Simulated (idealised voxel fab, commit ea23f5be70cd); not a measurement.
This is a process module. Its name is voxel lift off.
Cross-sectional view cut (width: 165 nm; square cell size: 5 nm).
When this document writes out a cross-section, it uses a grid of square cells and lists it as bands, beginning at the top and moving down, with a band standing for one or more rows of cells. Look at the band entry: it leads with the top's height and the bottom's height in nm. Then it lists the materials left to right, with a width in nm for each. The word "all across" on a single material says that material fills the band edge to edge. The word "empty" is empty space. Heights are expressed relative to 0, this being the level below which the as-received wafer comprises one material exclusively. The lowest band is unbounded in the downward direction and is denoted as in "0 nm and below". A width given as "30..40" starts at the first number in the band's top row and ends at the second number in its bottom row, shifting by an equal amount at every step from row to row. What does "all unchanged" mean for a step? It means no cell of the cross-section changed in that step. Listed in "Closed cavity list": every empty space of 8 or more cells without an open way to the top. Form: width x height at distance, the distance being from the left edge, all in nm. The remark found on a step's line after its settings is issued by the simulator itself and pertains to that step. "overlay nm", when on a step's line for a step with a mask, measures how far to the right of its planned place the mask lay; a negative measure means to the left.

[Steps in the process plan]
1: RECEIVE,material Si
2: CONFORMAL_DEP,material Al2O3,thk nm 5
3: PATTERN,tone open,mask id LINES,material resist,width nm 30,pitch nm 45,thk nm 15,overlay nm 0
4: DIRECTIONAL_DEP,material Ru,thk nm 5
5: STRIP,etch materials resist
6: CONFORMAL_DEP,material SiN,thk nm 5

[Cross-section: wafer on arrival = after step 1]
- 0 nm and below  Si all across
- Closed cavity list: none

[Final cross-section, module run with one mistake (start and plan as above)]
- 15 nm to 10 nm  10 nm empty | 40 nm SiN | 5 nm empty | 40 nm SiN | 5 nm empty | 40 nm SiN | 25 nm empty
- 10 nm to 5 nm  15 nm SiN | 30 nm Ru | 15 nm SiN | 30 nm Ru | 15 nm SiN | 30 nm Ru | 30 nm SiN
- 5 nm to 0 nm  Al2O3 all across
- 0 nm and below  Si all across
- Closed cavity list: none
Diagnosis: step 3 did not use the planned setting and instead ran as PATTERN,tone open,mask id LINES,material resist,width nm 30,pitch nm 45,thk nm 15,overlay nm -5
